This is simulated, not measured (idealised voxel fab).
Process module heading - voxel gate over fins
This is section cut - it's 150 nm across, gridded in 5 nm square cells.
For the purposes of this document, a cross-section shall be understood as a grid of square cells, specified as bands listed in top-to-bottom order, each band consisting of one or more rows of cells.
What a band's entry tells you: where the top is and where the bottom is, as heights in nm, and after that what lies inside, material by material from left to right, each with its width in nm. Empty space is written as the word "empty", and a single material marked with the word "full width" occupies the band from edge to edge.
The level at which height equals 0 is the one under which the wafer, as it arrives, is entirely one material. No lower edge exists for the bottom band, which continues downward and is notated as in "0 -> down".
So if you see something like "30..40" for the width, read it as the top row of the band sitting at the first number and the bottom row at the second, with every row in between moving by the same amount as the last.
What does "nothing changed" mean for a step? It means no cell of the cross-section changed in that step.
Empty spaces counting at least 8 cells and having no open way to the top are listed in "Internal closed voids". The notation width x height at distance is used for each, the distance being from the left edge and all three values in nm.
If you see something after the settings on a step's line, that's the simulator's own remark about that step.
The setting "overlay nm" may be written on the line of a step. When the step uses a mask, the value reports how far to the right of the planned place the mask lay, and a negative value reports that it lay to the left.

[The process steps that were planned are listed below]
1. RECEIVE [material Si]
2. CONFORMAL_DEP [material SiN] [thk nm 10]
3. DIRECTIONAL_DEP [material aC] [thk nm 15]
4. PATTERN [tone cover] [mask id FINS] [material resist] [width nm 15] [pitch nm 35] [thk nm 35] [overlay nm 0]
5. DIRECTIONAL_ETCH [etch materials aC] [depth nm 15]
6. STRIP [etch materials resist]
7. DIRECTIONAL_ETCH [etch materials SiN] [depth nm 10]
8. DIRECTIONAL_ETCH [etch materials Si] [depth nm 35]
9. STRIP [etch materials aC]
10. OXIDIZE [depth nm 5]
11. FILL_DEP [material SiO2] [thk nm 15]
12. CMP [height nm 10]
13. SELECTIVE_ETCH [etch materials SiO2] [depth nm 25]
14. STRIP [etch materials SiN]
15. CONFORMAL_DEP [material HfO2] [thk nm 5]
16. CONFORMAL_DEP [material TiN] [thk nm 5]
17. FILL_DEP [material W] [thk nm 10]
18. CMP [height nm 15]
19. CONFORMAL_DEP [material SiCN] [thk nm 5]

[The cross-section here shows the wafer as received, i.e. in its state after step 1]
  0 -> down | Si full width
  Internal closed voids: none

[First of two wafers, end-of-module section, run followed plan]
  20 -> 15 | SiCN full width
  15 -> 10 | W full width
  10 -> 5 | W 45, TiN 25, W 10, TiN 25, W 45
  5 -> 0 | W 45, TiN 5, HfO2 15, TiN 5, W 10, TiN 5, HfO2 15, TiN 5, W 45
  0 -> -5 | W 45, TiN 5, HfO2 5, Si 5, HfO2 5, TiN 5, W 10, TiN 5, HfO2 5, Si 5, HfO2 5, TiN 5, W 45
  -5 -> -10 | TiN 50, HfO2 5, Si 5, HfO2 5, TiN 20, HfO2 5, Si 5, HfO2 5, TiN 50
  -10 -> -15 | HfO2 55, Si 5, HfO2 30, Si 5, HfO2 55
  -15 -> -40 | SiO2 55, Si 5, SiO2 30, Si 5, SiO2 55
  -40 -> down | Si full width
  Internal closed voids: none

[Cross-sectional view of the second of two wafers upon completion of the module. This wafer shared its starting condition and process plan with the first; one error was made during its execution]
  20 -> 15 | SiCN full width
  15 -> 10 | W full width
  10 -> 5 | W 40, TiN 70, W 40
  5 -> 0 | W 40, TiN 5, HfO2 25, TiN 10, HfO2 25, TiN 5, W 40
  0 -> -25 | W 40, TiN 5, HfO2 5, SiO2 5, Si 5, SiO2 5, HfO2 5, TiN 10, HfO2 5, SiO2 5, Si 5, SiO2 5, HfO2 5, TiN 5, W 40
  -25 -> -30 | TiN 45, HfO2 5, SiO2 5, Si 5, SiO2 5, HfO2 5, TiN 10, HfO2 5, SiO2 5, Si 5, SiO2 5, HfO2 5, TiN 45
  -30 -> -35 | HfO2 50, SiO2 5, Si 5, SiO2 5, HfO2 20, SiO2 5, Si 5, SiO2 5, HfO2 50
  -35 -> -40 | SiO2 55, Si 5, SiO2 30, Si 5, SiO2 55
  -40 -> down | Si full width
  Internal closed voids: none
Short version of what went wrong: step 11, actual vs plan mismatch, actual run FILL_DEP [material SiN] [thk nm 15]
Looking at both finished wafers in cells, the second ends up ahead of or behind the first on some materials: 16 more of HfO2, 84 fewer of SiO2, 16 more of TiN, 52 more of W
